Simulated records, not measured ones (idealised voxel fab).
voxel self aligned vias: a process module
Shown is cross-section cut, with a width of 285 nm and square cells of size 5 nm.
A cross-section is a grid of square cells, given in bands from the top down. A band is one or more rows of cells.
Band entry format. Leading values: height of top, height of bottom, nm. Remainder: materials in left-to-right order, each with its width in nm. Special words: "full width" on a single material, which then fills the band edge to edge; "empty", empty space.
Heights are expressed relative to 0, this being the level below which the as-received wafer comprises one material exclusively. The lowest band is unbounded in the downward direction and is denoted as in "0..down".
It should be noted that a width expressed as "30 to 40" varies in equal increments from row to row of cells within the band, taking the value of the first number at the top row and that of the second number at the bottom row.
It should be understood that the words "no change", when stated for a given step, signify that the cross-section underwent no change in any of its cells during that step.
In the "Enclosed cavities" entry, you get each enclosed empty space of 8 cells or more, one with no open way to the top, written width x height at distance, distance from the left edge, in nm.
Past the settings on a step's line: simulator remark, on that step.
The optional step-line setting "overlay nm" applies to steps with a mask and quantifies how far to the right of its planned location the mask lay, a negative value indicating leftward placement.

**plan**
1: RECEIVE with material Si
2: CONFORMAL_DEP with material SiO2, thk nm 10
3: CONFORMAL_DEP with material SiCN, thk nm 5
4: DIRECTIONAL_DEP with material lowk, thk nm 20
5: MASKED_ETCH with tone open, mask id LINES, width nm 25, pitch nm 55, etch materials lowk, depth nm 20, overlay nm 0
6: CONFORMAL_DEP with material TiN, thk nm 5
7: FILL_DEP with material Ru, thk nm 10
8: CMP with height nm 35
9: SELECTIVE_ETCH with etch materials W Ru TiN, depth nm 5
10: FILL_DEP with material SiN, thk nm 10
11: CMP with height nm 35
12: DIRECTIONAL_DEP with material lowk, thk nm 20
13: PATTERN with tone open, mask id VIAS, material resist, width nm 35, pitch nm 110, thk nm 20, overlay nm 0
14: DIRECTIONAL_ETCH with etch materials lowk, depth nm 20
15: DIRECTIONAL_ETCH with etch materials SiN, depth nm 5
16: STRIP with etch materials resist
17: CONFORMAL_DEP with material TiN, thk nm 5
18: FILL_DEP with material W, thk nm 5
19: CMP with height nm 55
20: CONFORMAL_DEP with material SiN, thk nm 5

**As-received wafer cross-section (after step 1)**
	0..down = Si full width
	Enclosed cavities: none

**first wafer at the end, as planned**
	60..55 = SiN full width
	55..40 = 70 nm lowk  5 nm TiN  25 nm W  5 nm TiN  75 nm lowk  5 nm TiN  25 nm W  5 nm TiN  70 nm lowk
	40..35 = 70 nm lowk  10 nm TiN  15 nm W  10 nm TiN  75 nm lowk  10 nm TiN  15 nm W  10 nm TiN  70 nm lowk
	35..30 = 75 nm lowk  25 nm TiN  30 nm lowk  25 nm SiN  30 nm lowk  25 nm TiN  75 nm lowk
	30..20 = 75 nm lowk  5 nm TiN  15 nm Ru  5 nm TiN  30 nm lowk  5 nm TiN  15 nm Ru  5 nm TiN  30 nm lowk  5 nm TiN  15 nm Ru  5 nm TiN  75 nm lowk
	20..15 = 75 nm lowk  25 nm TiN  30 nm lowk  25 nm TiN  30 nm lowk  25 nm TiN  75 nm lowk
	15..10 = SiCN full width
	10..0 = SiO2 full width
	0..down = Si full width
	Enclosed cavities: none

**Here is the second of the two wafers cut open at the end of the module - same start, same plan as the first one, but we made one mistake running it**
	60..55 = SiN full width
	55..40 = 70 nm lowk  5 nm TiN  25 nm W  5 nm TiN  75 nm lowk  5 nm TiN  25 nm W  5 nm TiN  70 nm lowk
	40..35 = 70 nm lowk  10 nm TiN  15 nm W  10 nm TiN  75 nm lowk  10 nm TiN  15 nm W  10 nm TiN  70 nm lowk
	35..30 = 75 nm lowk  25 nm TiN  30 nm lowk  25 nm SiN  30 nm lowk  25 nm TiN  75 nm lowk
	30..20 = 75 nm lowk  5 nm TiN  15 nm Ru  5 nm TiN  30 nm lowk  5 nm TiN  15 nm Ru  5 nm TiN  30 nm lowk  5 nm TiN  15 nm Ru  5 nm TiN  75 nm lowk
	20..15 = 75 nm lowk  25 nm TiN  30 nm lowk  25 nm TiN  30 nm lowk  25 nm TiN  75 nm lowk
	15..5 = SiO2 full width
	5..0 = SiCN full width
	0..down = Si full width
	Enclosed cavities: none
In executing the process, a mistake was made relative to the plan: steps 2 and 3 were swapped
at the end the second wafer has, in cells: as many of each material as the first, in other places
